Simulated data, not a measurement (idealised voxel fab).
The name of this process module is voxel wiring stack.
Square cell edge 5 nm, section width 145 nm, ID cut.
In this document a cross-section is written as a grid of square cells. It is given as a series of bands, listed from the top down, and a band is one or more rows of cells.
The entry gives the band's vertical extent as a top height and a bottom height in nm, then its horizontal make-up as materials from left to right, each with a width in nm. "blank" stands for empty space; a single material marked "everywhere" fills the band edge to edge.
Height reference: 0 = level under which incoming wafer is all one material. Lowest band: no bottom, runs on downward, e.g. "0..down".
Width "30 to 40": first value at the band's top row of cells, second value at its bottom row, equal change from row to row.
You'll sometimes find "nothing changed" written for a step, and that's the way of saying that nowhere in the cross-section did a cell change during that step.
The entry "Enclosed void listing" lists the empty spaces that cover at least 8 cells and have no open path to the top. Each is written as width x height at distance, where the distance is measured from the left edge and all three values are in nm.
The remark found on a step's line after its settings is issued by the simulator itself and pertains to that step.
"overlay nm" on a masked step: distance the mask lay right of its planned place, negative for left.
**Steps planned for the process**
- 1: RECEIVE, material Si
- 2: CONFORMAL_DEP, material SiO2, thk nm 10
- 3: DIRECTIONAL_DEP, material TiN, thk nm 5
- 4: DIRECTIONAL_DEP, material W, thk nm 15
- 5: DIRECTIONAL_DEP, material aC, thk nm 15
- 6: PATTERN, tone cover, mask id METAL_1, material resist, width nm 25, pitch nm 55, thk nm 30, overlay nm 0
- 7: DIRECTIONAL_ETCH, etch materials aC, depth nm 15
- 8: STRIP, etch materials resist
- 9: DIRECTIONAL_ETCH, etch materials W, depth nm 15
- 10: DIRECTIONAL_ETCH, etch materials TiN, depth nm 5
- 11: STRIP, etch materials aC
- 12: CONFORMAL_DEP, material SiCN, thk nm 5
- 13: FILL_DEP, material SiO2, thk nm 5
- 14: CMP, height nm 30
- 15: CONFORMAL_DEP, material SiCN, thk nm 5
- 16: DIRECTIONAL_DEP, material SiO2, thk nm 35
- 17: MASKED_ETCH, tone open, mask id METAL_2_HOLES, width nm 15, etch materials SiO2, depth nm 35, overlay nm 0
- 18: PATTERN, tone open, mask id METAL_2, material resist, width nm 25, pitch nm 55, thk nm 20, overlay nm 0
- 19: DIRECTIONAL_ETCH, etch materials SiO2, depth nm 20
- 20: DIRECTIONAL_ETCH, etch materials SiCN, depth nm 5
- 21: STRIP, etch materials resist
- 22: CONFORMAL_DEP, material TiN, thk nm 5
- 23: FILL_DEP, material Ru, thk nm 10
- 24: CMP, height nm 70
- 25: CONFORMAL_DEP, material SiCN, thk nm 5
- 26: DIRECTIONAL_DEP, material SiO2, thk nm 20
- 27: DIRECTIONAL_DEP, material aC, thk nm 10
- 28: PATTERN, tone open, mask id PLUG_2, material resist, width nm 15, thk nm 25, overlay nm 0
- 29: DIRECTIONAL_ETCH, etch materials aC, depth nm 10
- 30: STRIP, etch materials resist
- 31: DIRECTIONAL_ETCH, etch materials SiO2, depth nm 20
- 32: DIRECTIONAL_ETCH, etch materials SiCN, depth nm 5
- 33: STRIP, etch materials aC
- 34: EPI, material Ru, thk nm 10
- 35: EPI, material Ru, thk nm 10
- 36: EPI, material Ru, thk nm 5
- 37: DIRECTIONAL_DEP, material TiN, thk nm 5
- 38: DIRECTIONAL_DEP, material Ru, thk nm 15
- 39: PATTERN, tone cover, mask id METAL_3, material resist, width nm 25, pitch nm 55, thk nm 15, overlay nm 0
- 40: DIRECTIONAL_ETCH, etch materials Ru, depth nm 15
- 41: DIRECTIONAL_ETCH, etch materials TiN, depth nm 5
- 42: STRIP, etch materials resist
- 43: FILL_DEP, material SiO2, thk nm 10
- 44: CMP, height nm 115
- 45: CONFORMAL_DEP, material SiN, thk nm 5
**Wafer cross-section on receipt, i.e. after step 1**
> 0..down  Si everywhere
> Enclosed void listing: none
**Cross-sectional view of the first of the two wafers upon completion of the module, processed in accordance with the plan**
> 120..115  SiN everywhere
> 115..100  SiO2: 30 | Ru: 25 | SiO2: 30 | Ru: 25 | SiO2: 35
> 100..95  SiO2: 30 | TiN: 25 | SiO2: 30 | TiN: 25 | SiO2: 35
> 95..75  SiO2: 30 | Ru: 15 | SiO2: 100
> 75..70  SiCN: 30 | Ru: 15 | SiCN: 100
> 70..55  SiO2: 30 | TiN: 5 | Ru: 15 | TiN: 5 | SiO2: 30 | TiN: 5 | Ru: 15 | TiN: 5 | SiO2: 35
> 55..50  SiO2: 30 | TiN: 5 | Ru: 5 | TiN: 15 | SiO2: 30 | TiN: 25 | SiO2: 35
> 50..35  SiO2: 30 | TiN: 5 | Ru: 5 | TiN: 5 | SiO2: 100
> 35..30  SiCN: 30 | TiN: 15 | SiCN: 100
> 30..15  SiO2: 25 | SiCN: 5 | W: 25 | SiCN: 5 | SiO2: 20 | SiCN: 5 | W: 25 | SiCN: 5 | SiO2: 30
> 15..10  SiCN: 30 | TiN: 25 | SiCN: 30 | TiN: 25 | SiCN: 35
> 10..0  SiO2 everywhere
> 0..down  Si everywhere
> Enclosed void listing: none
**So this is wafer number two of the two, cut at the end of the module - it started where the first did and had the same plan, we just got one thing wrong running it**
> 120..115  SiN everywhere
> 115..100  SiO2: 30 | Ru: 25 | SiO2: 30 | Ru: 25 | SiO2: 35
> 100..95  SiO2: 30 | TiN: 25 | SiO2: 30 | TiN: 25 | SiO2: 35
> 95..75  SiO2: 30 | Ru: 15 | SiO2: 100
> 75..70  SiCN: 30 | Ru: 15 | SiCN: 100
> 70..55  SiO2: 30 | TiN: 5 | Ru: 15 | TiN: 5 | SiO2: 30 | TiN: 5 | Ru: 15 | TiN: 5 | SiO2: 35
> 55..50  SiO2: 30 | TiN: 5 | Ru: 5 | TiN: 15 | SiO2: 30 | TiN: 25 | SiO2: 35
> 50..35  SiO2: 30 | TiN: 5 | Ru: 5 | TiN: 5 | SiO2: 100
> 35..30  SiCN: 30 | TiN: 15 | SiCN: 100
> 30..25  SiO2: 25 | SiCN: 35 | SiO2: 20 | SiCN: 35 | SiO2: 30
> 25..15  SiO2: 25 | SiCN: 5 | W: 25 | SiCN: 5 | SiO2: 20 | SiCN: 5 | W: 25 | SiCN: 5 | SiO2: 30
> 15..10  SiCN: 30 | W: 25 | SiCN: 30 | W: 25 | SiCN: 35
> 10..0  SiO2 everywhere
> 0..down  Si everywhere
> Enclosed void listing: none
The mistake made against the process plan was this: step 3 of the plan got skipped, so it never ran
At the finish, the second wafer shows more or fewer cells for some materials than the first does: SiCN +10, TiN -10
